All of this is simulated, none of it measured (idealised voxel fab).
Process module under the name voxel ribs on slabs
Each square cell in cross-section cut measures 5 nm, and the section as a whole is 265 nm wide.
If you're reading a cross-section in this doc, picture square cells in a grid; it comes to you as bands, top ones listed first down to the bottom, and a band can be one or more rows of cells.
Band entry format. Leading values: height of top, height of bottom, nm. Remainder: materials in left-to-right order, each with its width in nm. Special words: "throughout" on a single material, which then fills the band edge to edge; "empty", empty space.
Counting heights begins at 0, where everything beneath is, in the wafer as received, one material. The lowest band has no bottom; it goes on downwards, as "from 0 down" shows.
Note: "30..40" means the width goes from the first number (top row of the band) to the second number (bottom row) in equal steps per row of cells.
When a step is marked "left unchanged", none of the cells in the cross-section changed during that step.
"Enclosed void entries" enumerates empty spaces isolated from the top, with no open way to it, that contain at least 8 cells, giving each as width x height at distance from the left edge, all three in nm.
What comes after the settings on a step's line is commentary from the simulator itself on that step.
overlay nm: where the mask lay relative to plan, measured to the right, on steps with a mask; negatives go left.

Intended process steps:
1,RECEIVE (material Si)
2,DIRECTIONAL_DEP (material SiO2; thk nm 30)
3,DIRECTIONAL_DEP (material SiN; thk nm 25)
4,PATTERN (tone cover; mask id RIB; material resist; width nm 20; thk nm 15; overlay nm -15)
5,DIRECTIONAL_ETCH (etch materials SiN; depth nm 15)
6,STRIP (etch materials resist)
7,PATTERN (tone cover; mask id SLAB; material resist; width nm 70; thk nm 20; overlay nm 0)
8,DIRECTIONAL_ETCH (etch materials SiN; depth nm 10)
9,STRIP (etch materials resist)
10,FILL_DEP (material SiO2; thk nm 15)
11,CMP (height nm 65)
12,DIRECTIONAL_DEP (material W; thk nm 5)
13,PATTERN (tone cover; mask id HEATER; material resist; width nm 30; thk nm 15; overlay nm 0)
14,DIRECTIONAL_ETCH (etch materials W; depth nm 5)
15,STRIP (etch materials resist)
16,CONFORMAL_DEP (material SiO2; thk nm 10)
Same starting wafers, different overlay nm at step 4. Plan value belongs to the first wafer.

As-received cross-section, first of several wafers, post step 1:
* from 0 down = Si throughout
* Enclosed void entries: none

Cross-section of the first of several wafers, taken after step 16, where the module ends:
* from 80 to 75 = empty 105 nm | SiO2 50 nm | empty 110 nm
* from 75 to 70 = SiO2 throughout
* from 70 to 65 = SiO2 115 nm | W 30 nm | SiO2 120 nm
* from 65 to 55 = SiO2 throughout
* from 55 to 40 = SiO2 105 nm | SiN 20 nm | SiO2 140 nm
* from 40 to 30 = SiO2 95 nm | SiN 70 nm | SiO2 100 nm
* from 30 to 0 = SiO2 throughout
* from 0 down = Si throughout
* Enclosed void entries: none

Cross-sectional view, end of module, last wafer of several:
* from 80 to 75 = empty 105 nm | SiO2 50 nm | empty 110 nm
* from 75 to 70 = SiO2 throughout
* from 70 to 65 = SiO2 115 nm | W 30 nm | SiO2 120 nm
* from 65 to 55 = SiO2 throughout
* from 55 to 40 = SiO2 135 nm | SiN 20 nm | SiO2 110 nm
* from 40 to 30 = SiO2 95 nm | SiN 70 nm | SiO2 100 nm
* from 30 to 0 = SiO2 throughout
* from 0 down = Si throughout
* Enclosed void entries: none

Rows = wafers. At module end, each row lists per material the cells gained (+) or lost (-) since the wafer was received, then the closed voids:
overlay nm -15; +40 SiN; +759 SiO2; +6 W; Enclosed void entries: none
overlay nm -10; +40 SiN; +759 SiO2; +6 W; Enclosed void entries: none
overlay nm -5; +40 SiN; +759 SiO2; +6 W; Enclosed void entries: none
overlay nm 0; +40 SiN; +759 SiO2; +6 W; Enclosed void entries: none
overlay nm 5; +40 SiN; +759 SiO2; +6 W; Enclosed void entries: none
overlay nm 10; +40 SiN; +759 SiO2; +6 W; Enclosed void entries: none
overlay nm 15; +40 SiN; +759 SiO2; +6 W; Enclosed void entries: none
